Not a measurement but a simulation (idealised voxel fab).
process module | voxel plated lines
cross-section cut | 290 nm wide | cells 5 nm
A cross-section is a grid of square cells, given in bands from the top down. A band is one or more rows of cells.
Each band's line starts with the height of the band's top and of its bottom, in nm. Then come its materials from left to right, each with its width in nm. One material with "throughout" fills the band from edge to edge. "air" is empty space.
Height 0 is the level under which the wafer as received is all one material. The lowest band goes on downwards, as in "0 down".
A width such as "30 to 40" changes by the same amount from each row of cells to the next, from the band's top row to its bottom row.
"no change" after a step means that no cell of the cross-section changed.
closed voids: empty space of 8 cells or more with no open way to the top, each as width x height at its distance from the left edge, in nm
after a step's settings: what the simulator itself notes on the step
overlay nm, on a step with a mask: how far to the right of its planned place the mask lay; to the left if negative
plan
1 op RECEIVE | material Si
2 op CONFORMAL_DEP | material Al2O3 | thk nm 5
3 op DIRECTIONAL_DEP | material TiN | thk nm 5
4 op PATTERN | tone open | mask id LINES | material resist | width nm 30 | pitch nm 55 | thk nm 35 | overlay nm 0
5 op EPI | material Ru | thk nm 10
6 op EPI | material Ru | thk nm 5
7 op EPI | material Ru | thk nm 10
8 op STRIP | etch materials resist
9 op DIRECTIONAL_ETCH | etch materials TiN | depth nm 5
10 op CONFORMAL_DEP | material SiCN | thk nm 10
as received, after step 1
  0 down: Si throughout
  closed voids: none
first wafer at the end, as planned
  45 to 35: air 35 | SiCN 50 | air 5 | SiCN 50 | air 5 | SiCN 50 | air 5 | SiCN 50 | air 40
  35 to 15: air 35 | SiCN 10 | Ru 30 | SiCN 10 | air 5 | SiCN 10 | Ru 30 | SiCN 10 | air 5 | SiCN 10 | Ru 30 | SiCN 10 | air 5 | SiCN 10 | Ru 30 | SiCN 10 | air 40
  15 to 10: SiCN 45 | Ru 30 | SiCN 25 | Ru 30 | SiCN 25 | Ru 30 | SiCN 25 | Ru 30 | SiCN 50
  10 to 5: SiCN 45 | TiN 30 | SiCN 25 | TiN 30 | SiCN 25 | TiN 30 | SiCN 25 | TiN 30 | SiCN 50
  5 to 0: Al2O3 throughout
  0 down: Si throughout
  closed voids: none
second wafer at the end: like start, like plan, one mistake
  55 to 45: air 35 | SiCN 50 | air 5 | SiCN 50 | air 5 | SiCN 50 | air 5 | SiCN 50 | air 40
  45 to 25: air 35 | SiCN 10 | Ru 30 | SiCN 10 | air 5 | SiCN 10 | Ru 30 | SiCN 10 | air 5 | SiCN 10 | Ru 30 | SiCN 10 | air 5 | SiCN 10 | Ru 30 | SiCN 10 | air 40
  25 to 20: SiCN 45 | Ru 30 | SiCN 25 | Ru 30 | SiCN 25 | Ru 30 | SiCN 25 | Ru 30 | SiCN 50
  20 to 15: SiCN 45 | TiN 30 | SiCN 25 | TiN 30 | SiCN 25 | TiN 30 | SiCN 25 | TiN 30 | SiCN 50
  15 to 5: TiN throughout
  5 to 0: Al2O3 throughout
  0 down: Si throughout
  closed voids: none
what went wrong: step 3 ran as: op DIRECTIONAL_DEP | material TiN | thk nm 15
at the end the second wafer has, in cells: 116 more of TiN
